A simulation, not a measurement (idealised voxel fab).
The following process module bears the name voxel transistor to metal.
Cross-section cut: width 270 nm, square cells of 5 nm.
In this document a cross-section is written as a grid of square cells. It is given as a series of bands, listed from the top down, and a band is one or more rows of cells.
A band entry consists of two parts. The first gives the height of the band's top and the height of its bottom, in nm. The rest lists the band's materials from left to right, each with its width in nm. A single material labelled with the word "throughout" fills the band from edge to edge, and the word "blank" marks empty space.
Height reference: 0 = level under which incoming wafer is all one material. Lowest band: no bottom, runs on downward, e.g. "0 down".
Width: "30..40" (first number = top row, second number = bottom row, same change from row to row of cells).
The cross-section has no changed cell in any step marked "no alterations made".
Heads up: "Sealed internal cavities" only lists the empty pockets with no open path to the top that are 8 cells or more, and it writes them as width x height at distance, distance from the left edge, in nm.
Note: text after step settings on the step line = simulator remark on that step.
A step line may carry the setting "overlay nm", which, for steps involving a mask, states the distance by which the mask lay to the right of its intended position; negative values denote displacement to the left.

# List of planned process steps
| 1 | RECEIVE with material Si |
| 2 | CONFORMAL_DEP with material SiO2, thk nm 5 |
| 3 | CONFORMAL_DEP with material SiN, thk nm 10 |
| 4 | DIRECTIONAL_DEP with material aC, thk nm 15 |
| 5 | PATTERN with tone cover, mask id ACTIVE, material resist, width nm 105, pitch nm 135, thk nm 30, overlay nm 0 |
| 6 | DIRECTIONAL_ETCH with etch materials aC, depth nm 15 |
| 7 | STRIP with etch materials resist |
| 8 | DIRECTIONAL_ETCH with etch materials SiN, depth nm 10 |
| 9 | DIRECTIONAL_ETCH with etch materials SiO2, depth nm 5 |
| 10 | DIRECTIONAL_ETCH with etch materials Si, depth nm 30 |
| 11 | STRIP with etch materials aC |
| 12 | FILL_DEP with material SiO2, thk nm 10 |
| 13 | CMP with height nm 15 |
| 14 | SELECTIVE_ETCH with etch materials SiO2, depth nm 10 |
| 15 | STRIP with etch materials SiN |
| 16 | SELECTIVE_ETCH with etch materials SiO2, depth nm 5 |
| 17 | OXIDIZE with depth nm 5 |
| 18 | DIRECTIONAL_DEP with material polySi, thk nm 25 |
| 19 | DIRECTIONAL_DEP with material SiCN, thk nm 15 |
| 20 | MASKED_ETCH with tone cover, mask id GATE, width nm 15, pitch nm 135, etch materials SiCN, depth nm 25, overlay nm 0 |
| 21 | MASKED_ETCH with tone cover, mask id GATE, width nm 15, pitch nm 135, etch materials polySi, depth nm 35, overlay nm 0 |
| 22 | CONFORMAL_DEP with material SiN, thk nm 5 |
| 23 | DIRECTIONAL_ETCH with etch materials SiN, depth nm 5 |
| 24 | DIRECTIONAL_ETCH with etch materials SiO2, depth nm 5 |
| 25 | DIRECTIONAL_ETCH with etch materials Si, depth nm 15 |
| 26 | EPI with material pSi, thk nm 20 |
| 27 | FILL_DEP with material SiO2, thk nm 5 |
| 28 | CMP with height nm 40 |
| 29 | DIRECTIONAL_DEP with material SiO2, thk nm 15 |
| 30 | DIRECTIONAL_DEP with material aC, thk nm 10 |
| 31 | PATTERN with tone open, mask id CONTACT, material resist, width nm 35, thk nm 30, overlay nm 0 |
| 32 | DIRECTIONAL_ETCH with etch materials aC, depth nm 10 |
| 33 | STRIP with etch materials resist |
| 34 | DIRECTIONAL_ETCH with etch materials SiO2, depth nm 55 |
| 35 | STRIP with etch materials aC |
| 36 | CONFORMAL_DEP with material TiN, thk nm 5 |
| 37 | FILL_DEP with material W, thk nm 5 |
| 38 | CMP with height nm 55 |
| 39 | DIRECTIONAL_DEP with material TiN, thk nm 5 |
| 40 | DIRECTIONAL_DEP with material W, thk nm 20 |
| 41 | MASKED_ETCH with tone cover, mask id METAL_1, width nm 20, etch materials W, depth nm 20, overlay nm 0 |
| 42 | MASKED_ETCH with tone cover, mask id METAL_1, width nm 20, etch materials TiN, depth nm 5, overlay nm -5 |
| 43 | CONFORMAL_DEP with material SiN, thk nm 5 |
| 44 | FILL_DEP with material SiO2, thk nm 5 |
| 45 | CMP with height nm 80 |
| 46 | CONFORMAL_DEP with material SiCN, thk nm 5 |
| 47 | DIRECTIONAL_DEP with material lowk, thk nm 35 |
| 48 | DIRECTIONAL_DEP with material aC, thk nm 15 |
| 49 | PATTERN with tone open, mask id METAL_2_HOLES, material resist, width nm 15, pitch nm 135, thk nm 35, overlay nm 0 |
| 50 | DIRECTIONAL_ETCH with etch materials aC, depth nm 15 |
| 51 | STRIP with etch materials resist |
| 52 | DIRECTIONAL_ETCH with etch materials lowk, depth nm 35 |
| 53 | STRIP with etch materials aC |
| 54 | DIRECTIONAL_DEP with material aC, thk nm 10 |
| 55 | PATTERN with tone open, mask id METAL_2, material resist, width nm 20, pitch nm 135, thk nm 30, overlay nm 0 |
| 56 | DIRECTIONAL_ETCH with etch materials aC, depth nm 10 |
| 57 | STRIP with etch materials resist |
| 58 | DIRECTIONAL_ETCH with etch materials lowk, depth nm 20 |
| 59 | DIRECTIONAL_ETCH with etch materials SiCN, depth nm 5 |
| 60 | STRIP with etch materials aC |
| 61 | CONFORMAL_DEP with material TiN, thk nm 5 |
| 62 | FILL_DEP with material Cu, thk nm 5 |
| 63 | CMP with height nm 120 |
| 64 | CONFORMAL_DEP with material SiCN, thk nm 5 |
All wafers enter the flow in the same state. The overlay nm at step 42 differs from wafer to wafer, and the plan gives the value for the first wafer.

# Cross-section of the first of several received wafers, showing its state after step 1
0 down  Si throughout
Sealed internal cavities: none

# First of several wafers: cross-section at the end of the module, after step 64, its last step
125 to 120  SiCN throughout
120 to 105  lowk 20 nm / TiN 5 nm / Cu 10 nm / TiN 5 nm / lowk 115 nm / TiN 5 nm / Cu 10 nm / TiN 5 nm / lowk 95 nm
105 to 100  lowk 20 nm / TiN 5 nm / Cu 5 nm / TiN 10 nm / lowk 115 nm / TiN 5 nm / Cu 5 nm / TiN 10 nm / lowk 95 nm
100 to 85  lowk 20 nm / TiN 5 nm / Cu 5 nm / TiN 5 nm / lowk 120 nm / TiN 5 nm / Cu 5 nm / TiN 5 nm / lowk 100 nm
85 to 80  SiCN 20 nm / TiN 15 nm / SiCN 120 nm / TiN 15 nm / SiCN 100 nm
80 to 65  SiO2 15 nm / SiN 5 nm / W 20 nm / SiN 5 nm / SiO2 45 nm / SiN 5 nm / W 20 nm / SiN 5 nm / SiO2 30 nm / SiN 5 nm / W 20 nm / SiN 5 nm / SiO2 45 nm / SiN 5 nm / W 20 nm / SiN 5 nm / SiO2 15 nm
65 to 60  SiO2 10 nm / SiN 10 nm / W 20 nm / SiN 5 nm / SiO2 40 nm / SiN 10 nm / W 20 nm / SiN 5 nm / SiO2 25 nm / SiN 10 nm / W 20 nm / SiN 5 nm / SiO2 40 nm / SiN 10 nm / W 20 nm / SiN 5 nm / SiO2 15 nm
60 to 55  SiN 15 nm / TiN 25 nm / SiN 50 nm / TiN 25 nm / SiN 35 nm / TiN 25 nm / SiN 50 nm / TiN 25 nm / SiN 20 nm
55 to 40  SiO2 20 nm / TiN 5 nm / W 25 nm / TiN 5 nm / SiO2 25 nm / TiN 5 nm / W 25 nm / TiN 5 nm / SiO2 40 nm / TiN 5 nm / W 25 nm / TiN 5 nm / SiO2 25 nm / TiN 5 nm / W 25 nm / TiN 5 nm / SiO2 20 nm
40 to 25  SiO2 20 nm / TiN 5 nm / W 25 nm / TiN 5 nm / SiN 5 nm / SiCN 15 nm / SiN 5 nm / TiN 5 nm / W 25 nm / TiN 5 nm / SiO2 40 nm / TiN 5 nm / W 25 nm / TiN 5 nm / SiN 5 nm / SiCN 15 nm / SiN 5 nm / TiN 5 nm / W 25 nm / TiN 5 nm / SiO2 20 nm
25 to 15  SiO2 20 nm / TiN 5 nm / W 25..5 nm / TiN 5..25 nm / SiN 5 nm / polySi 15 nm / SiN 5 nm / TiN 5..25 nm / W 25..5 nm / TiN 5 nm / SiO2 40 nm / TiN 5 nm / W 25..5 nm / TiN 5..25 nm / SiN 5 nm / polySi 15 nm / SiN 5 nm / TiN 5..25 nm / W 25..5 nm / TiN 5 nm / SiO2 20 nm
15 to 5  SiO2 20 nm / TiN 5 nm / W 5 nm / TiN 5 nm / pSi 20 nm / SiN 5 nm / polySi 15 nm / SiN 5 nm / pSi 20 nm / TiN 5 nm / W 5 nm / TiN 5 nm / SiO2 40 nm / TiN 5 nm / W 5 nm / TiN 5 nm / pSi 20 nm / SiN 5 nm / polySi 15 nm / SiN 5 nm / pSi 20 nm / TiN 5 nm / W 5 nm / TiN 5 nm / SiO2 20 nm
5 to 0  SiO2 20 nm / TiN 15 nm / pSi 20 nm / SiN 5 nm / polySi 15 nm / SiN 5 nm / pSi 20 nm / TiN 15 nm / SiO2 40 nm / TiN 15 nm / pSi 20 nm / SiN 5 nm / polySi 15 nm / SiN 5 nm / pSi 20 nm / TiN 15 nm / SiO2 20 nm
0 to -5  SiO2 10 nm / pSi 45 nm / SiO2 25 nm / pSi 45 nm / SiO2 20 nm / pSi 45 nm / SiO2 25 nm / pSi 45 nm / SiO2 10 nm
-5 to -20  SiO2 15 nm / pSi 40 nm / Si 25 nm / pSi 40 nm / SiO2 30 nm / pSi 40 nm / Si 25 nm / pSi 40 nm / SiO2 15 nm
-20 to -30  SiO2 15 nm / Si 105 nm / SiO2 30 nm / Si 105 nm / SiO2 15 nm
-30 down  Si throughout
Sealed internal cavities: none

# Cross-section of the final wafer among several, taken at the end of the module
125 to 120  SiCN throughout
120 to 105  lowk 20 nm / TiN 5 nm / Cu 10 nm / TiN 5 nm / lowk 115 nm / TiN 5 nm / Cu 10 nm / TiN 5 nm / lowk 95 nm
105 to 100  lowk 20 nm / TiN 5 nm / Cu 5 nm / TiN 10 nm / lowk 115 nm / TiN 5 nm / Cu 5 nm / TiN 10 nm / lowk 95 nm
100 to 85  lowk 20 nm / TiN 5 nm / Cu 5 nm / TiN 5 nm / lowk 120 nm / TiN 5 nm / Cu 5 nm / TiN 5 nm / lowk 100 nm
85 to 80  SiCN 20 nm / TiN 15 nm / SiCN 120 nm / TiN 15 nm / SiCN 100 nm
80 to 65  SiO2 15 nm / SiN 5 nm / W 20 nm / SiN 5 nm / SiO2 45 nm / SiN 5 nm / W 20 nm / SiN 5 nm / SiO2 30 nm / SiN 5 nm / W 20 nm / SiN 5 nm / SiO2 45 nm / SiN 5 nm / W 20 nm / SiN 5 nm / SiO2 15 nm
65 to 60  SiO2 15 nm / SiN 5 nm / W 20 nm / SiN 10 nm / SiO2 40 nm / SiN 5 nm / W 20 nm / SiN 10 nm / SiO2 25 nm / SiN 5 nm / W 20 nm / SiN 10 nm / SiO2 40 nm / SiN 5 nm / W 20 nm / SiN 10 nm / SiO2 10 nm
60 to 55  SiN 20 nm / TiN 25 nm / SiN 50 nm / TiN 25 nm / SiN 35 nm / TiN 25 nm / SiN 50 nm / TiN 25 nm / SiN 15 nm
55 to 40  SiO2 20 nm / TiN 5 nm / W 25 nm / TiN 5 nm / SiO2 25 nm / TiN 5 nm / W 25 nm / TiN 5 nm / SiO2 40 nm / TiN 5 nm / W 25 nm / TiN 5 nm / SiO2 25 nm / TiN 5 nm / W 25 nm / TiN 5 nm / SiO2 20 nm
40 to 25  SiO2 20 nm / TiN 5 nm / W 25 nm / TiN 5 nm / SiN 5 nm / SiCN 15 nm / SiN 5 nm / TiN 5 nm / W 25 nm / TiN 5 nm / SiO2 40 nm / TiN 5 nm / W 25 nm / TiN 5 nm / SiN 5 nm / SiCN 15 nm / SiN 5 nm / TiN 5 nm / W 25 nm / TiN 5 nm / SiO2 20 nm
25 to 15  SiO2 20 nm / TiN 5 nm / W 25..5 nm / TiN 5..25 nm / SiN 5 nm / polySi 15 nm / SiN 5 nm / TiN 5..25 nm / W 25..5 nm / TiN 5 nm / SiO2 40 nm / TiN 5 nm / W 25..5 nm / TiN 5..25 nm / SiN 5 nm / polySi 15 nm / SiN 5 nm / TiN 5..25 nm / W 25..5 nm / TiN 5 nm / SiO2 20 nm
15 to 5  SiO2 20 nm / TiN 5 nm / W 5 nm / TiN 5 nm / pSi 20 nm / SiN 5 nm / polySi 15 nm / SiN 5 nm / pSi 20 nm / TiN 5 nm / W 5 nm / TiN 5 nm / SiO2 40 nm / TiN 5 nm / W 5 nm / TiN 5 nm / pSi 20 nm / SiN 5 nm / polySi 15 nm / SiN 5 nm / pSi 20 nm / TiN 5 nm / W 5 nm / TiN 5 nm / SiO2 20 nm
5 to 0  SiO2 20 nm / TiN 15 nm / pSi 20 nm / SiN 5 nm / polySi 15 nm / SiN 5 nm / pSi 20 nm / TiN 15 nm / SiO2 40 nm / TiN 15 nm / pSi 20 nm / SiN 5 nm / polySi 15 nm / SiN 5 nm / pSi 20 nm / TiN 15 nm / SiO2 20 nm
0 to -5  SiO2 10 nm / pSi 45 nm / SiO2 25 nm / pSi 45 nm / SiO2 20 nm / pSi 45 nm / SiO2 25 nm / pSi 45 nm / SiO2 10 nm
-5 to -20  SiO2 15 nm / pSi 40 nm / Si 25 nm / pSi 40 nm / SiO2 30 nm / pSi 40 nm / Si 25 nm / pSi 40 nm / SiO2 15 nm
-20 to -30  SiO2 15 nm / Si 105 nm / SiO2 30 nm / Si 105 nm / SiO2 15 nm
-30 down  Si throughout
Sealed internal cavities: none

# Each row below is a wafer at the end of the module, listing for every material the number of cells it has gained (+) or lost (-) since it was received, followed by its closed voids
overlay nm -5; +20 Cu; -210 Si; +120 SiCN; +102 SiN; +400 SiO2; +164 TiN; +216 W; +328 lowk; +180 pSi; +30 polySi; Sealed internal cavities: none
overlay nm 0; +20 Cu; -210 Si; +120 SiCN; +102 SiN; +404 SiO2; +160 TiN; +216 W; +328 lowk; +180 pSi; +30 polySi; Sealed internal cavities: none
overlay nm 5; +20 Cu; -210 Si; +120 SiCN; +102 SiN; +400 SiO2; +164 TiN; +216 W; +328 lowk; +180 pSi; +30 polySi; Sealed internal cavities: none
